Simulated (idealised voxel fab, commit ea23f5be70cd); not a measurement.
Process module in this document: voxel transistor to metal
We display cut, a cross-section 285 nm in width whose square cells are each 5 nm.
Cross-section = grid of square cells, listed top down in bands; band = one or more rows.
Each band's line starts with the height of the band's top and of its bottom, in nm. Then come its materials from left to right, each with its width in nm. One material with "full width" fills the band from edge to edge. "blank" is empty space.
Heights are reckoned from 0. Under this level, the received wafer is all of one material. The bottommost band is open-ended downward, for example "top 0, no bottom".
Think of "30 to 40" as a width that walks from the first number to the second as you go down the band, top row to bottom row, taking equal-sized steps from row to row.
Where a step carries "changes: none", the cross-section came out of it unchanged, cell for cell.
"Enclosed void catalog" means: voids of 8 cells or more that are shut off from the top with no open way through. Written width x height at distance, distance from the left edge, in nm.
The remark found on a step's line after its settings is issued by the simulator itself and pertains to that step.
The optional step-line setting "overlay nm" applies to steps with a mask and quantifies how far to the right of its planned location the mask lay, a negative value indicating leftward placement.
# The following list gives the planned process steps
step 1: RECEIVE: material Si
step 2: OXIDIZE: depth nm 5
step 3: CONFORMAL_DEP: material SiN, thk nm 15
step 4: DIRECTIONAL_DEP: material aC, thk nm 10
step 5: PATTERN: tone cover, mask id ACTIVE, material resist, width nm 105, pitch nm 130, thk nm 30, overlay nm 0
step 6: DIRECTIONAL_ETCH: etch materials aC, depth nm 10
step 7: STRIP: etch materials resist
step 8: DIRECTIONAL_ETCH: etch materials SiN, depth nm 15
step 9: DIRECTIONAL_ETCH: etch materials SiO2, depth nm 5
step 10: DIRECTIONAL_ETCH: etch materials Si, depth nm 25
step 11: STRIP: etch materials aC
step 12: FILL_DEP: material SiO2, thk nm 15
step 13: CMP: height nm 15
step 14: SELECTIVE_ETCH: etch materials SiO2, depth nm 5
step 15: STRIP: etch materials SiN
step 16: SELECTIVE_ETCH: etch materials SiO2, depth nm 5
step 17: OXIDIZE: depth nm 5
step 18: DIRECTIONAL_DEP: material polySi, thk nm 30
step 19: DIRECTIONAL_DEP: material SiCN, thk nm 15
step 20: MASKED_ETCH: tone cover, mask id GATE, width nm 35, pitch nm 130, etch materials SiCN, depth nm 25, overlay nm 0
step 21: MASKED_ETCH: tone cover, mask id GATE, width nm 35, pitch nm 130, etch materials polySi, depth nm 40, overlay nm 0
step 22: CONFORMAL_DEP: material SiN, thk nm 10
step 23: DIRECTIONAL_ETCH: etch materials SiN, depth nm 10
step 24: DIRECTIONAL_ETCH: etch materials SiO2, depth nm 5
step 25: DIRECTIONAL_ETCH: etch materials Si, depth nm 15
step 26: EPI: material SiGe, thk nm 20
step 27: FILL_DEP: material SiO2, thk nm 10
step 28: CMP: height nm 25
step 29: STRIP: etch materials polySi
step 30: SELECTIVE_ETCH: etch materials SiO2, depth nm 5
step 31: CONFORMAL_DEP: material HfO2, thk nm 5
step 32: CONFORMAL_DEP: material TiN, thk nm 5
step 33: FILL_DEP: material W, thk nm 5
step 34: CMP: height nm 20
step 35: DIRECTIONAL_DEP: material SiO2, thk nm 10
step 36: PATTERN: tone open, mask id CONTACT, material resist, width nm 15, thk nm 15, overlay nm 0
step 37: DIRECTIONAL_ETCH: etch materials SiO2, depth nm 20
step 38: STRIP: etch materials resist
step 39: CONFORMAL_DEP: material TiN, thk nm 5
step 40: FILL_DEP: material Ru, thk nm 10
step 41: CMP: height nm 30
step 42: DIRECTIONAL_DEP: material TiN, thk nm 5
step 43: DIRECTIONAL_DEP: material W, thk nm 15
step 44: DIRECTIONAL_DEP: material aC, thk nm 15
step 45: PATTERN: tone cover, mask id METAL_1, material resist, width nm 15, thk nm 30, overlay nm 0
step 46: DIRECTIONAL_ETCH: etch materials aC, depth nm 15
step 47: STRIP: etch materials resist
step 48: DIRECTIONAL_ETCH: etch materials W, depth nm 15
step 49: DIRECTIONAL_ETCH: etch materials TiN, depth nm 5
step 50: STRIP: etch materials aC
step 51: FILL_DEP: material SiO2, thk nm 5
step 52: CMP: height nm 50
step 53: CONFORMAL_DEP: material SiCN, thk nm 5
step 54: DIRECTIONAL_DEP: material lowk, thk nm 25
step 55: MASKED_ETCH: tone open, mask id METAL_2, width nm 15, pitch nm 130, etch materials lowk, depth nm 15, overlay nm 0
step 56: DIRECTIONAL_DEP: material aC, thk nm 15
step 57: PATTERN: tone open, mask id METAL_2_HOLES, material resist, width nm 15, pitch nm 130, thk nm 30, overlay nm 0
step 58: DIRECTIONAL_ETCH: etch materials aC, depth nm 15
step 59: STRIP: etch materials resist
step 60: DIRECTIONAL_ETCH: etch materials lowk, depth nm 10
step 61: DIRECTIONAL_ETCH: etch materials SiCN, depth nm 5
step 62: STRIP: etch materials aC
step 63: CONFORMAL_DEP: material TiN, thk nm 5
step 64: FILL_DEP: material Cu, thk nm 5
step 65: CMP: height nm 80
step 66: CONFORMAL_DEP: material SiCN, thk nm 5
# The following pertains to the first of two wafers, which was processed as planned
# This is the cross-section of the wafer as we received it, i.e. after step 1
	top 0, no bottom | Si full width
	Enclosed void catalog: none
# Wafer section view after processing step 2
	top 0, bottom -5 | SiO2 full width
	Note: structure below -5 unchanged.
# Wafer section view after processing step 3
	top 15, bottom 0 | SiN full width
	Note: structure below 0 unchanged.
# Wafer section view after processing step 4
	top 25, bottom 15 | aC full width
	Note: structure below 15 unchanged.
# Wafer section view after processing step 5
	top 55, bottom 25 | blank=25  resist=105  blank=25  resist=105  blank=25
	Note: structure below 25 unchanged.
# Wafer section view after processing step 6
	top 45, bottom 25 | blank=25  resist=105  blank=25  resist=105  blank=25
	top 25, bottom 15 | blank=25  aC=105  blank=25  aC=105  blank=25
	Note: structure below 15 unchanged.
# Wafer section view after processing step 7
	top 25, bottom 15 | blank=25  aC=105  blank=25  aC=105  blank=25
	Note: structure below 15 unchanged.
# Wafer section view after processing step 8
	top 25, bottom 15 | blank=25  aC=105  blank=25  aC=105  blank=25
	top 15, bottom 0 | blank=25  SiN=105  blank=25  SiN=105  blank=25
	Note: structure below 0 unchanged.
# Wafer section view after processing step 9
	top 25, bottom 15 | blank=25  aC=105  blank=25  aC=105  blank=25
	top 15, bottom 0 | blank=25  SiN=105  blank=25  SiN=105  blank=25
	top 0, bottom -5 | blank=25  SiO2=105  blank=25  SiO2=105  blank=25
	Note: structure below -5 unchanged.
# Wafer section view after processing step 10
	top 25, bottom 15 | blank=25  aC=105  blank=25  aC=105  blank=25
	top 15, bottom 0 | blank=25  SiN=105  blank=25  SiN=105  blank=25
	top 0, bottom -5 | blank=25  SiO2=105  blank=25  SiO2=105  blank=25
	top -5, bottom -30 | blank=25  Si=105  blank=25  Si=105  blank=25
	Note: structure below -30 unchanged.
# Wafer section view after processing step 11
	top 15, bottom 0 | blank=25  SiN=105  blank=25  SiN=105  blank=25
	Note: structure below 0 unchanged.
# Wafer section view after processing step 12
	top 30, bottom 15 | SiO2 full width
	top 15, bottom 0 | SiO2=25  SiN=105  SiO2=25  SiN=105  SiO2=25
	top 0, bottom -5 | SiO2 full width
	top -5, bottom -30 | SiO2=25  Si=105  SiO2=25  Si=105  SiO2=25
	Note: structure below -30 unchanged.
# Wafer section view after processing step 13
	top 15, bottom 0 | SiO2=25  SiN=105  SiO2=25  SiN=105  SiO2=25
	Note: structure below 0 unchanged.
# Wafer section view after processing step 14
	top 15, bottom 10 | blank=25  SiN=105  blank=25  SiN=105  blank=25
	Note: structure below 10 unchanged.
# Wafer section view after processing step 15
	top 10, bottom 0 | SiO2=25  blank=105  SiO2=25  blank=105  SiO2=25
	Note: structure below 0 unchanged.
# Wafer section view after processing step 16
	top 5, bottom -5 | SiO2=20  blank=115  SiO2=15  blank=115  SiO2=20
	Note: structure below -5 unchanged.
# Wafer section view after processing step 17
	top 5, bottom -5 | SiO2=20  blank=115  SiO2=15  blank=115  SiO2=20
	top -5, bottom -10 | SiO2 full width
	Note: structure below -10 unchanged.
# Wafer section view after processing step 18
	top 35, bottom 25 | polySi=20  blank=115  polySi=15  blank=115  polySi=20
	top 25, bottom 5 | polySi full width
	top 5, bottom -5 | SiO2=20  polySi=115  SiO2=15  polySi=115  SiO2=20
	Note: structure below -5 unchanged.
# Wafer section view after processing step 19
	top 50, bottom 40 | SiCN=20  blank=115  SiCN=15  blank=115  SiCN=20
	top 40, bottom 35 | SiCN full width
	top 35, bottom 25 | polySi=20  SiCN=115  polySi=15  SiCN=115  polySi=20
	Note: structure below 25 unchanged.
# Wafer section view after processing step 20
	top 40, bottom 35 | blank=60  SiCN=35  blank=95  SiCN=35  blank=60
	top 35, bottom 25 | polySi=20  blank=40  SiCN=35  blank=40  polySi=15  blank=40  SiCN=35  blank=40  polySi=20
	Note: structure below 25 unchanged.
# Wafer section view after processing step 21
	top 40, bottom 25 | blank=60  SiCN=35  blank=95  SiCN=35  blank=60
	top 25, bottom 5 | blank=60  polySi=35  blank=95  polySi=35  blank=60
	top 5, bottom -5 | SiO2=20  blank=40  polySi=35  blank=40  SiO2=15  blank=40  polySi=35  blank=40  SiO2=20
	Note: structure below -5 unchanged.
# Wafer section view after processing step 22
	top 50, bottom 40 | blank=50  SiN=55  blank=75  SiN=55  blank=50
	top 40, bottom 25 | blank=50  SiN=10  SiCN=35  SiN=10  blank=75  SiN=10  SiCN=35  SiN=10  blank=50
	top 25, bottom 15 | blank=50  SiN=10  polySi=35  SiN=10  blank=75  SiN=10  polySi=35  SiN=10  blank=50
	top 15, bottom 5 | SiN=30  blank=20  SiN=10  polySi=35  SiN=10  blank=20  SiN=35  blank=20  SiN=10  polySi=35  SiN=10  blank=20  SiN=30
	top 5, bottom -5 | SiO2=20  SiN=40  polySi=35  SiN=40  SiO2=15  SiN=40  polySi=35  SiN=40  SiO2=20
	Note: structure below -5 unchanged.
# Wafer section view after processing step 23
	top 40, bottom 25 | blank=50  SiN=10  SiCN=35  SiN=10  blank=75  SiN=10  SiCN=35  SiN=10  blank=50
	top 25, bottom 5 | blank=50  SiN=10  polySi=35  SiN=10  blank=75  SiN=10  polySi=35  SiN=10  blank=50
	top 5, bottom -5 | SiO2=20  SiN=10  blank=20  SiN=10  polySi=35  SiN=10  blank=20  SiN=10  SiO2=15  SiN=10  blank=20  SiN=10  polySi=35  SiN=10  blank=20  SiN=10  SiO2=20
	Note: structure below -5 unchanged.
# Wafer section view after processing step 24
	top 40, bottom 25 | blank=50  SiN=10  SiCN=35  SiN=10  blank=75  SiN=10  SiCN=35  SiN=10  blank=50
	top 25, bottom 5 | blank=50  SiN=10  polySi=35  SiN=10  blank=75  SiN=10  polySi=35  SiN=10  blank=50
	top 5, bottom 0 | blank=20  SiN=10  blank=20  SiN=10  polySi=35  SiN=10  blank=20  SiN=10  blank=15  SiN=10  blank=20  SiN=10  polySi=35  SiN=10  blank=20  SiN=10  blank=20
	top 0, bottom -5 | SiO2=20  SiN=10  blank=20  SiN=10  polySi=35  SiN=10  blank=20  SiN=10  SiO2=15  SiN=10  blank=20  SiN=10  polySi=35  SiN=10  blank=20  SiN=10  SiO2=20
	top -5, bottom -10 | SiO2=30  blank=20  SiO2=55  blank=20  SiO2=35  blank=20  SiO2=55  blank=20  SiO2=30
	Note: structure below -10 unchanged.
# Wafer section view after processing step 25
	top 40, bottom 25 | blank=50  SiN=10  SiCN=35  SiN=10  blank=75  SiN=10  SiCN=35  SiN=10  blank=50
	top 25, bottom 5 | blank=50  SiN=10  polySi=35  SiN=10  blank=75  SiN=10  polySi=35  SiN=10  blank=50
	top 5, bottom 0 | blank=20  SiN=10  blank=20  SiN=10  polySi=35  SiN=10  blank=20  SiN=10  blank=15  SiN=10  blank=20  SiN=10  polySi=35  SiN=10  blank=20  SiN=10  blank=20
	top 0, bottom -5 | SiO2=20  SiN=10  blank=20  SiN=10  polySi=35  SiN=10  blank=20  SiN=10  SiO2=15  SiN=10  blank=20  SiN=10  polySi=35  SiN=10  blank=20  SiN=10  SiO2=20
	top -5, bottom -10 | SiO2=30  blank=20  SiO2=55  blank=20  SiO2=35  blank=20  SiO2=55  blank=20  SiO2=30
	top -10, bottom -25 | SiO2=25  Si=5  blank=20  Si=55  blank=20  Si=5  SiO2=25  Si=5  blank=20  Si=55  blank=20  Si=5  SiO2=25
	Note: structure below -25 unchanged.
# Wafer section view after processing step 26
	top 40, bottom 25 | blank=50  SiN=10  SiCN=35  SiN=10  blank=75  SiN=10  SiCN=35  SiN=10  blank=50
	top 25, bottom 10 | blank=50  SiN=10  polySi=35  SiN=10  blank=75  SiN=10  polySi=35  SiN=10  blank=50
	top 10, bottom 5 | blank=25  SiGe=25  SiN=10  polySi=35  SiN=10  SiGe=25  blank=25  SiGe=25  SiN=10  polySi=35  SiN=10  SiGe=25  blank=25
	top 5, bottom 0 | blank=20  SiN=10  SiGe=20  SiN=10  polySi=35  SiN=10  SiGe=20  SiN=10  blank=15  SiN=10  SiGe=20  SiN=10  polySi=35  SiN=10  SiGe=20  SiN=10  blank=20
	top 0, bottom -5 | SiO2=20  SiN=10  SiGe=20  SiN=10  polySi=35  SiN=10  SiGe=20  SiN=10  SiO2=15  SiN=10  SiGe=20  SiN=10  polySi=35  SiN=10  SiGe=20  SiN=10  SiO2=20
	top -5, bottom -10 | SiO2=30  SiGe=20  SiO2=55  SiGe=20  SiO2=35  SiGe=20  SiO2=55  SiGe=20  SiO2=30
	top -10, bottom -25 | SiO2=25  Si=5  SiGe=20  Si=55  SiGe=20  Si=5  SiO2=25  Si=5  SiGe=20  Si=55  SiGe=20  Si=5  SiO2=25
	Note: structure below -25 unchanged.
# Wafer section view after processing step 27
	top 50, bottom 40 | SiO2 full width
	top 40, bottom 25 | SiO2=50  SiN=10  SiCN=35  SiN=10  SiO2=75  SiN=10  SiCN=35  SiN=10  SiO2=50
	top 25, bottom 10 | SiO2=50  SiN=10  polySi=35  SiN=10  SiO2=75  SiN=10  polySi=35  SiN=10  SiO2=50
	top 10, bottom 5 | SiO2=25  SiGe=25  SiN=10  polySi=35  SiN=10  SiGe=25  SiO2=25  SiGe=25  SiN=10  polySi=35  SiN=10  SiGe=25  SiO2=25
	top 5, bottom -5 | SiO2=20  SiN=10  SiGe=20  SiN=10  polySi=35  SiN=10  SiGe=20  SiN=10  SiO2=15  SiN=10  SiGe=20  SiN=10  polySi=35  SiN=10  SiGe=20  SiN=10  SiO2=20
	Note: structure below -5 unchanged.
# Wafer section view after processing step 28
	top 25, bottom 10 | SiO2=50  SiN=10  polySi=35  SiN=10  SiO2=75  SiN=10  polySi=35  SiN=10  SiO2=50
	Note: structure below 10 unchanged.
# Wafer section view after processing step 29
	top 25, bottom 10 | SiO2=50  SiN=10  blank=35  SiN=10  SiO2=75  SiN=10  blank=35  SiN=10  SiO2=50
	top 10, bottom 5 | SiO2=25  SiGe=25  SiN=10  blank=35  SiN=10  SiGe=25  SiO2=25  SiGe=25  SiN=10  blank=35  SiN=10  SiGe=25  SiO2=25
	top 5, bottom -5 | SiO2=20  SiN=10  SiGe=20  SiN=10  blank=35  SiN=10  SiGe=20  SiN=10  SiO2=15  SiN=10  SiGe=20  SiN=10  blank=35  SiN=10  SiGe=20  SiN=10  SiO2=20
	Note: structure below -5 unchanged.
# Wafer section view after processing step 30
	top 25, bottom 20 | blank=50  SiN=10  blank=35  SiN=10  blank=75  SiN=10  blank=35  SiN=10  blank=50
	top 20, bottom 10 | SiO2=50  SiN=10  blank=35  SiN=10  SiO2=75  SiN=10  blank=35  SiN=10  SiO2=50
	top 10, bottom 5 | SiO2=25  SiGe=25  SiN=10  blank=35  SiN=10  SiGe=25  SiO2=25  SiGe=25  SiN=10  blank=35  SiN=10  SiGe=25  SiO2=25
	top 5, bottom -5 | SiO2=20  SiN=10  SiGe=20  SiN=10  blank=35  SiN=10  SiGe=20  SiN=10  SiO2=15  SiN=10  SiGe=20  SiN=10  blank=35  SiN=10  SiGe=20  SiN=10  SiO2=20
	top -5, bottom -10 | SiO2=30  SiGe=20  SiO2=5  blank=45  SiO2=5  SiGe=20  SiO2=35  SiGe=20  SiO2=5  blank=45  SiO2=5  SiGe=20  SiO2=30
	Note: structure below -10 unchanged.
# Wafer section view after processing step 31
	top 30, bottom 25 | blank=45  HfO2=20  blank=25  HfO2=20  blank=65  HfO2=20  blank=25  HfO2=20  blank=45
	top 25, bottom 20 | HfO2=50  SiN=10  HfO2=5  blank=25  HfO2=5  SiN=10  HfO2=75  SiN=10  HfO2=5  blank=25  HfO2=5  SiN=10  HfO2=50
	top 20, bottom 10 | SiO2=50  SiN=10  HfO2=5  blank=25  HfO2=5  SiN=10  SiO2=75  SiN=10  HfO2=5  blank=25  HfO2=5  SiN=10  SiO2=50
	top 10, bottom 5 | SiO2=25  SiGe=25  SiN=10  HfO2=5  blank=25  HfO2=5  SiN=10  SiGe=25  SiO2=25  SiGe=25  SiN=10  HfO2=5  blank=25  HfO2=5  SiN=10  SiGe=25  SiO2=25
	top 5, bottom -5 | SiO2=20  SiN=10  SiGe=20  SiN=10  HfO2=5  blank=25  HfO2=5  SiN=10  SiGe=20  SiN=10  SiO2=15  SiN=10  SiGe=20  SiN=10  HfO2=5  blank=25  HfO2=5  SiN=10  SiGe=20  SiN=10  SiO2=20
	top -5, bottom -10 | SiO2=30  SiGe=20  SiO2=5  HfO2=45  SiO2=5  SiGe=20  SiO2=35  SiGe=20  SiO2=5  HfO2=45  SiO2=5  SiGe=20  SiO2=30
	Note: structure below -10 unchanged.
# Wafer section view after processing step 32
	top 35, bottom 30 | blank=40  TiN=30  blank=15  TiN=30  blank=55  TiN=30  blank=15  TiN=30  blank=40
	top 30, bottom 25 | TiN=45  HfO2=20  TiN=5  blank=15  TiN=5  HfO2=20  TiN=65  HfO2=20  TiN=5  blank=15  TiN=5  HfO2=20  TiN=45
	top 25, bottom 20 | HfO2=50  SiN=10  HfO2=5  TiN=5  blank=15  TiN=5  HfO2=5  SiN=10  HfO2=75  SiN=10  HfO2=5  TiN=5  blank=15  TiN=5  HfO2=5  SiN=10  HfO2=50
	top 20, bottom 10 | SiO2=50  SiN=10  HfO2=5  TiN=5  blank=15  TiN=5  HfO2=5  SiN=10  SiO2=75  SiN=10  HfO2=5  TiN=5  blank=15  TiN=5  HfO2=5  SiN=10  SiO2=50
	top 10, bottom 5 | SiO2=25  SiGe=25  SiN=10  HfO2=5  TiN=5  blank=15  TiN=5  HfO2=5  SiN=10  SiGe=25  SiO2=25  SiGe=25  SiN=10  HfO2=5  TiN=5  blank=15  TiN=5  HfO2=5  SiN=10  SiGe=25  SiO2=25
	top 5, bottom 0 | SiO2=20  SiN=10  SiGe=20  SiN=10  HfO2=5  TiN=5  blank=15  TiN=5  HfO2=5  SiN=10  SiGe=20  SiN=10  SiO2=15  SiN=10  SiGe=20  SiN=10  HfO2=5  TiN=5  blank=15  TiN=5  HfO2=5  SiN=10  SiGe=20  SiN=10  SiO2=20
	top 0, bottom -5 | SiO2=20  SiN=10  SiGe=20  SiN=10  HfO2=5  TiN=25  HfO2=5  SiN=10  SiGe=20  SiN=10  SiO2=15  SiN=10  SiGe=20  SiN=10  HfO2=5  TiN=25  HfO2=5  SiN=10  SiGe=20  SiN=10  SiO2=20
	Note: structure below -5 unchanged.
# Wafer section view after processing step 33
	top 40, bottom 35 | W full width
	top 35, bottom 30 | W=40  TiN=30  W=15  TiN=30  W=55  TiN=30  W=15  TiN=30  W=40
	top 30, bottom 25 | TiN=45  HfO2=20  TiN=5  W=15  TiN=5  HfO2=20  TiN=65  HfO2=20  TiN=5  W=15  TiN=5  HfO2=20  TiN=45
	top 25, bottom 20 | HfO2=50  SiN=10  HfO2=5  TiN=5  W=15  TiN=5  HfO2=5  SiN=10  HfO2=75  SiN=10  HfO2=5  TiN=5  W=15  TiN=5  HfO2=5  SiN=10  HfO2=50
	top 20, bottom 10 | SiO2=50  SiN=10  HfO2=5  TiN=5  W=15  TiN=5  HfO2=5  SiN=10  SiO2=75  SiN=10  HfO2=5  TiN=5  W=15  TiN=5  HfO2=5  SiN=10  SiO2=50
	top 10, bottom 5 | SiO2=25  SiGe=25  SiN=10  HfO2=5  TiN=5  W=15  TiN=5  HfO2=5  SiN=10  SiGe=25  SiO2=25  SiGe=25  SiN=10  HfO2=5  TiN=5  W=15  TiN=5  HfO2=5  SiN=10  SiGe=25  SiO2=25
	top 5, bottom 0 | SiO2=20  SiN=10  SiGe=20  SiN=10  HfO2=5  TiN=5  W=15  TiN=5  HfO2=5  SiN=10  SiGe=20  SiN=10  SiO2=15  SiN=10  SiGe=20  SiN=10  HfO2=5  TiN=5  W=15  TiN=5  HfO2=5  SiN=10  SiGe=20  SiN=10  SiO2=20
	Note: structure below 0 unchanged.
# Wafer section view after processing step 34
	top 20, bottom 10 | SiO2=50  SiN=10  HfO2=5  TiN=5  W=15  TiN=5  HfO2=5  SiN=10  SiO2=75  SiN=10  HfO2=5  TiN=5  W=15  TiN=5  HfO2=5  SiN=10  SiO2=50
	Note: structure below 10 unchanged.
# Wafer section view after processing step 35
	top 30, bottom 20 | SiO2 full width
	Note: structure below 20 unchanged.
# Wafer section view after processing step 36
	top 45, bottom 30 | resist=30  blank=15  resist=65  blank=15  resist=35  blank=15  resist=65  blank=15  resist=30
	Note: structure below 30 unchanged.
# Wafer section view after processing step 37
	top 45, bottom 30 | resist=30  blank=15  resist=65  blank=15  resist=35  blank=15  resist=65  blank=15  resist=30
	top 30, bottom 20 | SiO2=30  blank=15  SiO2=65  blank=15  SiO2=35  blank=15  SiO2=65  blank=15  SiO2=30
	top 20, bottom 10 | SiO2=30  blank=15  SiO2=5  SiN=10  HfO2=5  TiN=5  W=15  TiN=5  HfO2=5  SiN=10  SiO2=5  blank=15  SiO2=35  blank=15  SiO2=5  SiN=10  HfO2=5  TiN=5  W=15  TiN=5  HfO2=5  SiN=10  SiO2=5  blank=15  SiO2=30
	Note: structure below 10 unchanged.
# Wafer section view after processing step 38
	top 30, bottom 20 | SiO2=30  blank=15  SiO2=65  blank=15  SiO2=35  blank=15  SiO2=65  blank=15  SiO2=30
	Note: structure below 20 unchanged.
# Wafer section view after processing step 39
	top 35, bottom 30 | TiN=35  blank=5  TiN=75  blank=5  TiN=45  blank=5  TiN=75  blank=5  TiN=35
	top 30, bottom 20 | SiO2=30  TiN=5  blank=5  TiN=5  SiO2=65  TiN=5  blank=5  TiN=5  SiO2=35  TiN=5  blank=5  TiN=5  SiO2=65  TiN=5  blank=5  TiN=5  SiO2=30
	top 20, bottom 15 | SiO2=30  TiN=5  blank=5  TiN=5  SiO2=5  SiN=10  HfO2=5  TiN=5  W=15  TiN=5  HfO2=5  SiN=10  SiO2=5  TiN=5  blank=5  TiN=5  SiO2=35  TiN=5  blank=5  TiN=5  SiO2=5  SiN=10  HfO2=5  TiN=5  W=15  TiN=5  HfO2=5  SiN=10  SiO2=5  TiN=5  blank=5  TiN=5  SiO2=30
	top 15, bottom 10 | SiO2=30  TiN=15  SiO2=5  SiN=10  HfO2=5  TiN=5  W=15  TiN=5  HfO2=5  SiN=10  SiO2=5  TiN=15  SiO2=35  TiN=15  SiO2=5  SiN=10  HfO2=5  TiN=5  W=15  TiN=5  HfO2=5  SiN=10  SiO2=5  TiN=15  SiO2=30
	Note: structure below 10 unchanged.
# Wafer section view after processing step 40
	top 45, bottom 35 | Ru full width
	top 35, bottom 30 | TiN=35  Ru=5  TiN=75  Ru=5  TiN=45  Ru=5  TiN=75  Ru=5  TiN=35
	top 30, bottom 20 | SiO2=30  TiN=5  Ru=5  TiN=5  SiO2=65  TiN=5  Ru=5  TiN=5  SiO2=35  TiN=5  Ru=5  TiN=5  SiO2=65  TiN=5  Ru=5  TiN=5  SiO2=30
	top 20, bottom 15 | SiO2=30  TiN=5  Ru=5  TiN=5  SiO2=5  SiN=10  HfO2=5  TiN=5  W=15  TiN=5  HfO2=5  SiN=10  SiO2=5  TiN=5  Ru=5  TiN=5  SiO2=35  TiN=5  Ru=5  TiN=5  SiO2=5  SiN=10  HfO2=5  TiN=5  W=15  TiN=5  HfO2=5  SiN=10  SiO2=5  TiN=5  Ru=5  TiN=5  SiO2=30
	Note: structure below 15 unchanged.
# Wafer section view after processing step 41
	top 30, bottom 20 | SiO2=30  TiN=5  Ru=5  TiN=5  SiO2=65  TiN=5  Ru=5  TiN=5  SiO2=35  TiN=5  Ru=5  TiN=5  SiO2=65  TiN=5  Ru=5  TiN=5  SiO2=30
	Note: structure below 20 unchanged.
# Wafer section view after processing step 42
	top 35, bottom 30 | TiN full width
	Note: structure below 30 unchanged.
# Wafer section view after processing step 43
	top 50, bottom 35 | W full width
	Note: structure below 35 unchanged.
# Wafer section view after processing step 44
	top 65, bottom 50 | aC full width
	Note: structure below 50 unchanged.
# Wafer section view after processing step 45
	top 95, bottom 65 | blank=30  resist=15  blank=65  resist=15  blank=35  resist=15  blank=65  resist=15  blank=30
	Note: structure below 65 unchanged.
# Wafer section view after processing step 46
	top 80, bottom 65 | blank=30  resist=15  blank=65  resist=15  blank=35  resist=15  blank=65  resist=15  blank=30
	top 65, bottom 50 | blank=30  aC=15  blank=65  aC=15  blank=35  aC=15  blank=65  aC=15  blank=30
	Note: structure below 50 unchanged.
# Wafer section view after processing step 47
	top 65, bottom 50 | blank=30  aC=15  blank=65  aC=15  blank=35  aC=15  blank=65  aC=15  blank=30
	Note: structure below 50 unchanged.
# Wafer section view after processing step 48
	top 65, bottom 50 | blank=30  aC=15  blank=65  aC=15  blank=35  aC=15  blank=65  aC=15  blank=30
	top 50, bottom 35 | blank=30  W=15  blank=65  W=15  blank=35  W=15  blank=65  W=15  blank=30
	Note: structure below 35 unchanged.
# Wafer section view after processing step 49
	top 65, bottom 50 | blank=30  aC=15  blank=65  aC=15  blank=35  aC=15  blank=65  aC=15  blank=30
	top 50, bottom 35 | blank=30  W=15  blank=65  W=15  blank=35  W=15  blank=65  W=15  blank=30
	top 35, bottom 30 | blank=30  TiN=15  blank=65  TiN=15  blank=35  TiN=15  blank=65  TiN=15  blank=30
	Note: structure below 30 unchanged.
# Wafer section view after processing step 50
	top 50, bottom 35 | blank=30  W=15  blank=65  W=15  blank=35  W=15  blank=65  W=15  blank=30
	Note: structure below 35 unchanged.
# Wafer section view after processing step 51
	top 55, bottom 50 | SiO2 full width
	top 50, bottom 35 | SiO2=30  W=15  SiO2=65  W=15  SiO2=35  W=15  SiO2=65  W=15  SiO2=30
	top 35, bottom 30 | SiO2=30  TiN=15  SiO2=65  TiN=15  SiO2=35  TiN=15  SiO2=65  TiN=15  SiO2=30
	Note: structure below 30 unchanged.
# Wafer section view after processing step 52
	top 50, bottom 35 | SiO2=30  W=15  SiO2=65  W=15  SiO2=35  W=15  SiO2=65  W=15  SiO2=30
	Note: structure below 35 unchanged.
# Wafer section view after processing step 53
	top 55, bottom 50 | SiCN full width
	Note: structure below 50 unchanged.
# Wafer section view after processing step 54
	top 80, bottom 55 | lowk full width
	Note: structure below 55 unchanged.
# Wafer section view after processing step 55
	top 80, bottom 65 | lowk=30  blank=15  lowk=115  blank=15  lowk=110
	Note: structure below 65 unchanged.
# Wafer section view after processing step 56
	top 95, bottom 80 | aC=30  blank=15  aC=115  blank=15  aC=110
	top 80, bottom 65 | lowk=30  aC=15  lowk=115  aC=15  lowk=110
	Note: structure below 65 unchanged.
# Wafer section view after processing step 57
	top 125, bottom 95 | resist=30  blank=15  resist=115  blank=15  resist=110
	Note: structure below 95 unchanged.
# Wafer section view after processing step 58
	top 110, bottom 95 | resist=30  blank=15  resist=115  blank=15  resist=110
	top 95, bottom 80 | aC=30  blank=15  aC=115  blank=15  aC=110
	top 80, bottom 65 | lowk=30  blank=15  lowk=115  blank=15  lowk=110
	Note: structure below 65 unchanged.
# Wafer section view after processing step 59
	top 95, bottom 80 | aC=30  blank=15  aC=115  blank=15  aC=110
	Note: structure below 80 unchanged.
# Wafer section view after processing step 60
	top 95, bottom 80 | aC=30  blank=15  aC=115  blank=15  aC=110
	top 80, bottom 55 | lowk=30  blank=15  lowk=115  blank=15  lowk=110
	Note: structure below 55 unchanged.
# Wafer section view after processing step 61
	top 95, bottom 80 | aC=30  blank=15  aC=115  blank=15  aC=110
	top 80, bottom 55 | lowk=30  blank=15  lowk=115  blank=15  lowk=110
	top 55, bottom 50 | SiCN=30  blank=15  SiCN=115  blank=15  SiCN=110
	Note: structure below 50 unchanged.
# Wafer section view after processing step 62
	top 80, bottom 55 | lowk=30  blank=15  lowk=115  blank=15  lowk=110
	Note: structure below 55 unchanged.
# Wafer section view after processing step 63
	top 85, bottom 80 | TiN=35  blank=5  TiN=125  blank=5  TiN=115
	top 80, bottom 55 | lowk=30  TiN=5  blank=5  TiN=5  lowk=115  TiN=5  blank=5  TiN=5  lowk=110
	top 55, bottom 50 | SiCN=30  TiN=15  SiCN=115  TiN=15  SiCN=110
	Note: structure below 50 unchanged.
# Wafer section view after processing step 64
	top 90, bottom 85 | Cu full width
	top 85, bottom 80 | TiN=35  Cu=5  TiN=125  Cu=5  TiN=115
	top 80, bottom 55 | lowk=30  TiN=5  Cu=5  TiN=5  lowk=115  TiN=5  Cu=5  TiN=5  lowk=110
	Note: structure below 55 unchanged.
# Wafer section view after processing step 65
	top 80, bottom 55 | lowk=30  TiN=5  Cu=5  TiN=5  lowk=115  TiN=5  Cu=5  TiN=5  lowk=110
	Note: structure below 55 unchanged.
# Wafer section view after processing step 66
	top 85, bottom 80 | SiCN full width
	Note: structure below 80 unchanged.
# The remaining wafer, second of the two, started like the first and was run to the same plan, except that one mistake was made along the way; the two coincide through step 63, inclusive
# Cross-section of the second wafer when, according to plan, step 64 should have finished
	top 90, bottom 85 | Ru full width
	top 85, bottom 80 | TiN=35  Ru=5  TiN=125  Ru=5  TiN=115
	top 80, bottom 55 | lowk=30  TiN=5  Ru=5  TiN=5  lowk=115  TiN=5  Ru=5  TiN=5  lowk=110
	Note: structure below 55 unchanged.
# Cross-section of the second wafer when, according to plan, step 65 should have finished
	top 80, bottom 55 | lowk=30  TiN=5  Ru=5  TiN=5  lowk=115  TiN=5  Ru=5  TiN=5  lowk=110
	Note: structure below 55 unchanged.
# Cross-section of the second wafer when, according to plan, step 66 should have finished
	top 85, bottom 80 | SiCN full width
	Note: structure below 80 unchanged.
What broke from the plan during processing? rather than as planned, step 64 actually ran as FILL_DEP: material Ru, thk nm 5
Count the cells at the end and the second wafer has more or fewer of some materials than the first: -10 Cu, +10 Ru
